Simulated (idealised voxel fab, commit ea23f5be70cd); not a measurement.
Proc. module: voxel released beams
The figure presents cross-section cut, which has a width of 200 nm and is divided into square cells with an edge length of 5 nm.
The cross-sections in this document take the form of a grid made of square cells. They are written out as bands, in order from top to bottom. Each band consists of one or more rows of cells. Per band: top height and bottom height in nm, followed by the left-to-right materials and their widths in nm; "all across" marks a single material spanning edge to edge, "empty" marks empty space. All heights in this document are referenced to 0, defined as the level beneath which the wafer, as received, consists entirely of one material. The lowest band is not bounded below; it extends indefinitely downward and is written in the form "0 and below". Think of "30->40" as a width that walks from the first number to the second as you go down the band, top row to bottom row, taking equal-sized steps from row to row. Basically "nothing different" means that step didn't change any cell in the cross-section. Voids not open to the top, 8 cells minimum: see "Sealed void inventory". Written width x height at distance; distance is from the left edge; nm. What comes after the settings on a step's line is commentary from the simulator itself on that step. overlay nm: right-of-plan distance of the mask on a masked step; negative values mean left-of-plan.

Plan
- 1: RECEIVE, material Si
- 2: CONFORMAL_DEP, material SiN, thk nm 5
- 3: DIRECTIONAL_DEP, material SiO2, thk nm 20
- 4: MASKED_ETCH, tone open, mask id ANCHOR, width nm 35, etch materials SiO2, depth nm 20, overlay nm 0
- 5: CONFORMAL_DEP, material TiN, thk nm 15
- 6: DIRECTIONAL_DEP, material aC, thk nm 15
- 7: PATTERN, tone cover, mask id BEAM, material resist, width nm 90, thk nm 30, overlay nm 0
- 8: DIRECTIONAL_ETCH, etch materials aC, depth nm 15
- 9: STRIP, etch materials resist
- 10: DIRECTIONAL_ETCH, etch materials TiN, depth nm 15
- 11: STRIP, etch materials aC
- 12: STRIP, etch materials SiO2

As received, after step 1
* 0 and below | Si all across
* Sealed void inventory: none

Starting structure and process plan are as shown above, but one mistake was made in running the module; the wafer cross-section at the end of the module follows
* 40 down to 25 | empty: 55 / TiN: 15 / empty: 5 / TiN: 65 / empty: 60
* 25 down to 20 | empty: 55 / TiN: 15 / empty: 5 / TiN: 15 / empty: 110
* 20 down to 5 | empty: 55 / TiN: 35 / empty: 110
* 5 down to 0 | SiN all across
* 0 and below | Si all across
* Sealed void inventory: none
Processing error: step 7 was run on a setting that differed from the plan, and what really ran there is PATTERN, tone cover, mask id BEAM, material resist, width nm 85, thk nm 30, overlay nm 0
